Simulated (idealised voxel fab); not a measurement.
Proc. module: voxel lift off
The cross-section on display is named cut; it measures 145 nm wide, and its cells are 5 nm squares.
Cross-section layout: square cells on a grid; listed as bands, top to bottom; a band spans one or more cell rows. Band entry format. Leading values: height of top, height of bottom, nm. Remainder: materials in left-to-right order, each with its width in nm. Special words: "all across" on a single material, which then fills the band edge to edge; "air", empty space. Counting heights begins at 0, where everything beneath is, in the wafer as received, one material. The lowest band has no bottom; it goes on downwards, as "0..down" shows. Per-row width for "30 to 40": begins at first number (top row of band), ends at second number (bottom row), increment between rows held constant. Step note "no change occurred" = no cross-section cell changed. The entry titled "Completely enclosed voids" provides the empty spaces that have no open way to the top, restricted to those of 8 cells or more. Each is presented as width x height at distance, the distance being measured from the left edge, with all three in nm. That trailing text on a step's line, after the settings, is the simulator's own remark on the step. overlay nm: where the mask lay relative to plan, measured to the right, on steps with a mask; negatives go left. Pairs, read this way: before one process step on the one hand, after it on the other, the after cross-section ending at the lowest band that changed; the step between, settings included, beneath. Same starting wafer throughout, but possibly different runs of this module, so no pair continues from the pair above unless its entry headed "Incoming structure" says so.

-- Incoming structure
	0..down = Si all across
	Completely enclosed voids: none

-- Resultant Cross-Section
	15..0 = SiO2 all across
	Note: structure below 0 unchanged.
	Completely enclosed voids: none
The process step bridging the two cross-sections above: CONFORMAL_DEP | material SiO2 | thk nm 15

Incoming structure: refer to the pair immediately above; the cross-section shown after its step is the state before this one.

-- Resultant Cross-Section
	35..15 = resist 35 / air 20 / resist 30 / air 20 / resist 40
	Note: structure below 15 unchanged.
	Completely enclosed voids: none
The process step bridging the two cross-sections above: PATTERN | tone open | mask id LINES | material resist | width nm 20 | pitch nm 50 | thk nm 20 | overlay nm 0

Incoming structure: refer to the pair immediately above; the cross-section shown after its step is the state before this one.

-- Resultant Cross-Section
	45..35 = Ru 35 / air 20 / Ru 30 / air 20 / Ru 40
	35..25 = resist 35 / air 20 / resist 30 / air 20 / resist 40
	25..15 = resist 35 / Ru 20 / resist 30 / Ru 20 / resist 40
	Note: structure below 15 unchanged.
	Completely enclosed voids: none
The process step bridging the two cross-sections above: DIRECTIONAL_DEP | material Ru | thk nm 10

Incoming structure: refer to the pair immediately above; the cross-section shown after its step is the state before this one.

-- Resultant Cross-Section
	25..15 = air 35 / Ru 20 / air 30 / Ru 20 / air 40
	Note: structure below 15 unchanged.
	Completely enclosed voids: none
The process step bridging the two cross-sections above: STRIP | etch materials resist

Incoming structure: refer to the pair immediately above; the cross-section shown after its step is the state before this one.

-- Resultant Cross-Section
	35..25 = air 25 / SiN 40 / air 10 / SiN 40 / air 30
	25..15 = SiN 35 / Ru 20 / SiN 30 / Ru 20 / SiN 40
	Note: structure below 15 unchanged.
	Completely enclosed voids: none
The process step bridging the two cross-sections above: CONFORMAL_DEP | material SiN | thk nm 10

-- Incoming structure
	0..down = Si all across
	Completely enclosed voids: none

-- Resultant Cross-Section
	20..0 = resist 35 / air 20 / resist 30 / air 20 / resist 40
	Note: structure below 0 unchanged.
	Completely enclosed voids: none
The process step bridging the two cross-sections above: PATTERN | tone open | mask id LINES | material resist | width nm 20 | pitch nm 50 | thk nm 20 | overlay nm 0

Incoming structure: refer to the pair immediately above; the cross-section shown after its step is the state before this one.

-- Resultant Cross-Section
	30..20 = Ru 35 / air 20 / Ru 30 / air 20 / Ru 40
	20..10 = resist 35 / air 20 / resist 30 / air 20 / resist 40
	10..0 = resist 35 / Ru 20 / resist 30 / Ru 20 / resist 40
	Note: structure below 0 unchanged.
	Completely enclosed voids: none
The process step bridging the two cross-sections above: DIRECTIONAL_DEP | material Ru | thk nm 10

Incoming structure: refer to the pair immediately above; the cross-section shown after its step is the state before this one.

-- Resultant Cross-Section
	10..0 = air 35 / Ru 20 / air 30 / Ru 20 / air 40
	Note: structure below 0 unchanged.
	Completely enclosed voids: none
The process step bridging the two cross-sections above: STRIP | etch materials resist

Incoming structure: refer to the pair immediately above; the cross-section shown after its step is the state before this one.

-- Resultant Cross-Section
	20..10 = air 25 / SiN 40 / air 10 / SiN 40 / air 30
	10..0 = SiN 35 / Ru 20 / SiN 30 / Ru 20 / SiN 40
	Note: structure below 0 unchanged.
	Completely enclosed voids: none
The process step bridging the two cross-sections above: CONFORMAL_DEP | material SiN | thk nm 10

-- Incoming structure
	15..0 = SiO2 all across
	0..down = Si all across
	Completely enclosed voids: none

-- Resultant Cross-Section
	30..0 = SiO2 all across
	Note: structure below 0 unchanged.
	Completely enclosed voids: none
The process step bridging the two cross-sections above: CONFORMAL_DEP | material SiO2 | thk nm 15

Incoming structure: refer to the pair immediately above; the cross-section shown after its step is the state before this one.

-- Resultant Cross-Section
	50..30 = resist 35 / air 20 / resist 30 / air 20 / resist 40
	Note: structure below 30 unchanged.
	Completely enclosed voids: none
The process step bridging the two cross-sections above: PATTERN | tone open | mask id LINES | material resist | width nm 20 | pitch nm 50 | thk nm 20 | overlay nm 0

Incoming structure: refer to the pair immediately above; the cross-section shown after its step is the state before this one.

-- Resultant Cross-Section
	60..50 = Ru 35 / air 20 / Ru 30 / air 20 / Ru 40
	50..40 = resist 35 / air 20 / resist 30 / air 20 / resist 40
	40..30 = resist 35 / Ru 20 / resist 30 / Ru 20 / resist 40
	Note: structure below 30 unchanged.
	Completely enclosed voids: none
The process step bridging the two cross-sections above: DIRECTIONAL_DEP | material Ru | thk nm 10

Incoming structure: refer to the pair immediately above; the cross-section shown after its step is the state before this one.

-- Resultant Cross-Section
	40..30 = air 35 / Ru 20 / air 30 / Ru 20 / air 40
	Note: structure below 30 unchanged.
	Completely enclosed voids: none
The process step bridging the two cross-sections above: STRIP | etch materials resist

Incoming structure: refer to the pair immediately above; the cross-section shown after its step is the state before this one.

-- Resultant Cross-Section
	50..40 = air 25 / SiN 40 / air 10 / SiN 40 / air 30
	40..30 = SiN 35 / Ru 20 / SiN 30 / Ru 20 / SiN 40
	Note: structure below 30 unchanged.
	Completely enclosed voids: none
The process step bridging the two cross-sections above: CONFORMAL_DEP | material SiN | thk nm 10

-- Incoming structure
	25..15 = air 35 / Ru 20 / air 30 / Ru 20 / air 40
	15..0 = SiO2 all across
	0..down = Si all across
	Completely enclosed voids: none

-- Resultant Cross-Section
	30..25 = air 30 / SiN 30 / air 20 / SiN 30 / air 35
	25..20 = air 30 / SiN 5 / Ru 20 / SiN 5 / air 20 / SiN 5 / Ru 20 / SiN 5 / air 35
	20..15 = SiN 35 / Ru 20 / SiN 30 / Ru 20 / SiN 40
	Note: structure below 15 unchanged.
	Completely enclosed voids: none
The process step bridging the two cross-sections above: CONFORMAL_DEP | material SiN | thk nm 5

-- Incoming structure
	15..0 = SiO2 all across
	0..down = Si all across
	Completely enclosed voids: none

-- Resultant Cross-Section
	35..15 = resist 30 / air 30 / resist 20 / air 30 / resist 35
	Note: structure below 15 unchanged.
	Completely enclosed voids: none
The process step bridging the two cross-sections above: PATTERN | tone open | mask id LINES | material resist | width nm 30 | pitch nm 50 | thk nm 20 | overlay nm 0

Incoming structure: refer to the pair immediately above; the cross-section shown after its step is the state before this one.

-- Resultant Cross-Section
	45..35 = Ru 30 / air 30 / Ru 20 / air 30 / Ru 35
	35..25 = resist 30 / air 30 / resist 20 / air 30 / resist 35
	25..15 = resist 30 / Ru 30 / resist 20 / Ru 30 / resist 35
	Note: structure below 15 unchanged.
	Completely enclosed voids: none
The process step bridging the two cross-sections above: DIRECTIONAL_DEP | material Ru | thk nm 10

Incoming structure: refer to the pair immediately above; the cross-section shown after its step is the state before this one.

-- Resultant Cross-Section
	25..15 = air 30 / Ru 30 / air 20 / Ru 30 / air 35
	Note: structure below 15 unchanged.
	Completely enclosed voids: none
The process step bridging the two cross-sections above: STRIP | etch materials resist

Incoming structure: refer to the pair immediately above; the cross-section shown after its step is the state before this one.

-- Resultant Cross-Section
	35..25 = air 20 / SiN 100 / air 25
	25..15 = SiN 30 / Ru 30 / SiN 20 / Ru 30 / SiN 35
	Note: structure below 15 unchanged.
	Completely enclosed voids: none
The process step bridging the two cross-sections above: CONFORMAL_DEP | material SiN | thk nm 10

-- Incoming structure
	15..0 = SiO2 all across
	0..down = Si all across
	Completely enclosed voids: none

-- Resultant Cross-Section
	35..15 = resist 40 / air 20 / resist 30 / air 20 / resist 35
	Note: structure below 15 unchanged.
	Completely enclosed voids: none
The process step bridging the two cross-sections above: PATTERN | tone open | mask id LINES | material resist | width nm 20 | pitch nm 50 | thk nm 20 | overlay nm 5

Incoming structure: refer to the pair immediately above; the cross-section shown after its step is the state before this one.

-- Resultant Cross-Section
	45..35 = Ru 40 / air 20 / Ru 30 / air 20 / Ru 35
	35..25 = resist 40 / air 20 / resist 30 / air 20 / resist 35
	25..15 = resist 40 / Ru 20 / resist 30 / Ru 20 / resist 35
	Note: structure below 15 unchanged.
	Completely enclosed voids: none
The process step bridging the two cross-sections above: DIRECTIONAL_DEP | material Ru | thk nm 10

Incoming structure: refer to the pair immediately above; the cross-section shown after its step is the state before this one.

-- Resultant Cross-Section
	25..15 = air 40 / Ru 20 / air 30 / Ru 20 / air 35
	Note: structure below 15 unchanged.
	Completely enclosed voids: none
The process step bridging the two cross-sections above: STRIP | etch materials resist

Incoming structure: refer to the pair immediately above; the cross-section shown after its step is the state before this one.

-- Resultant Cross-Section
	35..25 = air 30 / SiN 40 / air 10 / SiN 40 / air 25
	25..15 = SiN 40 / Ru 20 / SiN 30 / Ru 20 / SiN 35
	Note: structure below 15 unchanged.
	Completely enclosed voids: none
The process step bridging the two cross-sections above: CONFORMAL_DEP | material SiN | thk nm 10

-- Incoming structure
	0..down = Si all across
	Completely enclosed voids: none

-- Resultant Cross-Section
	15..0 = SiN all across
	Note: structure below 0 unchanged.
	Completely enclosed voids: none
The process step bridging the two cross-sections above: CONFORMAL_DEP | material SiN | thk nm 15

Incoming structure: refer to the pair immediately above; the cross-section shown after its step is the state before this one.

-- Resultant Cross-Section
	35..15 = resist 35 / air 20 / resist 30 / air 20 / resist 40
	Note: structure below 15 unchanged.
	Completely enclosed voids: none
The process step bridging the two cross-sections above: PATTERN | tone open | mask id LINES | material resist | width nm 20 | pitch nm 50 | thk nm 20 | overlay nm 0

Incoming structure: refer to the pair immediately above; the cross-section shown after its step is the state before this one.

-- Resultant Cross-Section
	45..35 = Ru 35 / air 20 / Ru 30 / air 20 / Ru 40
	35..25 = resist 35 / air 20 / resist 30 / air 20 / resist 40
	25..15 = resist 35 / Ru 20 / resist 30 / Ru 20 / resist 40
	Note: structure below 15 unchanged.
	Completely enclosed voids: none
The process step bridging the two cross-sections above: DIRECTIONAL_DEP | material Ru | thk nm 10

Incoming structure: refer to the pair immediately above; the cross-section shown after its step is the state before this one.

-- Resultant Cross-Section
	25..15 = air 35 / Ru 20 / air 30 / Ru 20 / air 40
	Note: structure below 15 unchanged.
	Completely enclosed voids: none
The process step bridging the two cross-sections above: STRIP | etch materials resist

Incoming structure: refer to the pair immediately above; the cross-section shown after its step is the state before this one.

-- Resultant Cross-Section
	35..25 = air 25 / SiN 40 / air 10 / SiN 40 / air 30
	25..15 = SiN 35 / Ru 20 / SiN 30 / Ru 20 / SiN 40
	Note: structure below 15 unchanged.
	Completely enclosed voids: none
The process step bridging the two cross-sections above: CONFORMAL_DEP | material SiN | thk nm 10

-- Incoming structure
	15..0 = SiO2 all across
	0..down = Si all across
	Completely enclosed voids: none

-- Resultant Cross-Section
	35..15 = air 35 / resist 20 / air 30 / resist 20 / air 40
	Note: structure below 15 unchanged.
	Completely enclosed voids: none
The process step bridging the two cross-sections above: PATTERN | tone cover | mask id LINES | material resist | width nm 20 | pitch nm 50 | thk nm 20 | overlay nm 0

Incoming structure: refer to the pair immediately above; the cross-section shown after its step is the state before this one.

-- Resultant Cross-Section
	45..35 = air 35 / Ru 20 / air 30 / Ru 20 / air 40
	35..25 = air 35 / resist 20 / air 30 / resist 20 / air 40
	25..15 = Ru 35 / resist 20 / Ru 30 / resist 20 / Ru 40
	Note: structure below 15 unchanged.
	Completely enclosed voids: none
The process step bridging the two cross-sections above: DIRECTIONAL_DEP | material Ru | thk nm 10

Incoming structure: refer to the pair immediately above; the cross-section shown after its step is the state before this one.

-- Resultant Cross-Section
	25..15 = Ru 35 / air 20 / Ru 30 / air 20 / Ru 40
	Note: structure below 15 unchanged.
	Completely enclosed voids: none
The process step bridging the two cross-sections above: STRIP | etch materials resist

Incoming structure: refer to the pair immediately above; the cross-section shown after its step is the state before this one.

-- Resultant Cross-Section
	35..25 = SiN all across
	25..15 = Ru 35 / SiN 20 / Ru 30 / SiN 20 / Ru 40
	Note: structure below 15 unchanged.
	Completely enclosed voids: none
The process step bridging the two cross-sections above: CONFORMAL_DEP | material SiN | thk nm 10
